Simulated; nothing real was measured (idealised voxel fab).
voxel capacitor over wiring: a process module
The width of the displayed cross-section, cut, is 220 nm; its cells are square, with a size of 5 nm.
For the purposes of this document, a cross-section shall be understood as a grid of square cells, specified as bands listed in top-to-bottom order, each band consisting of one or more rows of cells.
The band entry comprises the height of the band's top followed by the height of its bottom, expressed in nm, and subsequently the band's materials from left to right, each stated together with its width in nm. Where a single material is marked with the word "everywhere", that material fills the band from edge to edge. The word "empty" represents empty space.
Heights are expressed relative to 0, this being the level below which the as-received wafer comprises one material exclusively. The lowest band is unbounded in the downward direction and is denoted as in "0 and below".
Note: "30->40" means the width goes from the first number (top row of the band) to the second number (bottom row) in equal steps per row of cells.
"no modifications" for a step: no cell of the cross-section changed in that step.
Entry "Fully sealed voids" = empty spaces >= 8 cells with no open way to the top; each as width x height at distance, distance from left edge, all nm.
Read whatever lies past the settings on a step's line as the simulator's own remark about the step.
overlay nm: right-of-plan distance of the mask on a masked step; negative values mean left-of-plan.
[The following list gives the planned process steps]
1: RECEIVE,material Si
2: CONFORMAL_DEP,material SiO2,thk nm 15
3: CONFORMAL_DEP,material SiCN,thk nm 5
4: DIRECTIONAL_DEP,material SiO2,thk nm 20
5: DIRECTIONAL_DEP,material aC,thk nm 10
6: PATTERN,tone open,mask id METAL_1,material resist,width nm 25,pitch nm 75,thk nm 25,overlay nm 0
7: DIRECTIONAL_ETCH,etch materials aC,depth nm 10
8: STRIP,etch materials resist
9: DIRECTIONAL_ETCH,etch materials SiO2,depth nm 20
10: DIRECTIONAL_ETCH,etch materials SiCN,depth nm 5
11: STRIP,etch materials aC
12: CONFORMAL_DEP,material TiN,thk nm 5
13: FILL_DEP,material Ru,thk nm 10
14: CMP,height nm 40
15: EPI,material Ru,thk nm 5
16: FILL_DEP,material SiCN,thk nm 5
17: DIRECTIONAL_DEP,material lowk,thk nm 10
18: PATTERN,tone open,mask id PLUG_1,material resist,width nm 15,thk nm 20,overlay nm 0
19: DIRECTIONAL_ETCH,etch materials lowk,depth nm 10
20: DIRECTIONAL_ETCH,etch materials SiCN,depth nm 5
21: STRIP,etch materials resist
22: EPI,material Ru,thk nm 10
23: EPI,material Ru,thk nm 5
24: DIRECTIONAL_DEP,material TiN,thk nm 10
25: DIRECTIONAL_DEP,material HfO2,thk nm 5
26: DIRECTIONAL_DEP,material TiN,thk nm 10
27: DIRECTIONAL_DEP,material aC,thk nm 10
28: PATTERN,tone cover,mask id UPPER_PLATE,material resist,width nm 55,thk nm 30,overlay nm 0
29: DIRECTIONAL_ETCH,etch materials aC,depth nm 10
30: STRIP,etch materials resist
31: DIRECTIONAL_ETCH,etch materials TiN,depth nm 10
32: DIRECTIONAL_ETCH,etch materials HfO2,depth nm 5
33: STRIP,etch materials aC
34: DIRECTIONAL_DEP,material aC,thk nm 10
35: PATTERN,tone cover,mask id LOWER_PLATE,material resist,width nm 65,thk nm 25,overlay nm 0
36: DIRECTIONAL_ETCH,etch materials aC,depth nm 10
37: STRIP,etch materials resist
38: DIRECTIONAL_ETCH,etch materials TiN,depth nm 10
39: STRIP,etch materials aC
40: FILL_DEP,material SiO2,thk nm 20
41: CMP,height nm 100
42: MASKED_ETCH,tone open,mask id PLUG_2,width nm 15,etch materials SiO2,depth nm 15,overlay nm 0
43: CONFORMAL_DEP,material TiN,thk nm 5
44: FILL_DEP,material Cu,thk nm 5
45: CMP,height nm 100
46: CONFORMAL_DEP,material SiN,thk nm 5
[Received-state cross-section, reflecting completion of step 1]
    0 and below | Si everywhere
    Fully sealed voids: none
[Here's the wafer cut in cross-section after the module, started and planned just like above, except one thing was done wrong in the run]
    105 down to 100 | SiN everywhere
    100 down to 90 | SiO2 80; TiN 5; Cu 5; TiN 5; SiO2 125
    90 down to 85 | SiO2 80; TiN 15; SiO2 125
    85 down to 75 | SiO2 65; TiN 5; SiO2 55; TiN 5; SiO2 90
    75 down to 70 | HfO2 70; SiO2 55; HfO2 95
    70 down to 60 | TiN everywhere
    60 down to 50 | lowk 70; Ru 15; lowk 135
    50 down to 45 | SiCN 70; Ru 15; SiCN 135
    45 down to 40 | SiCN 55; Ru 35; SiCN 40; Ru 35; SiCN 55
    40 down to 20 | SiO2 60; TiN 5; Ru 15; TiN 5; SiO2 50; TiN 5; Ru 15; TiN 5; SiO2 60
    20 down to 15 | SiCN 60; TiN 25; SiCN 50; TiN 25; SiCN 60
    15 down to 0 | SiO2 everywhere
    0 and below | Si everywhere
    Fully sealed voids: none
What was done differently from what was planned? rather than as planned, step 28 actually ran as PATTERN,tone open,mask id UPPER_PLATE,material resist,width nm 55,thk nm 30,overlay nm 0
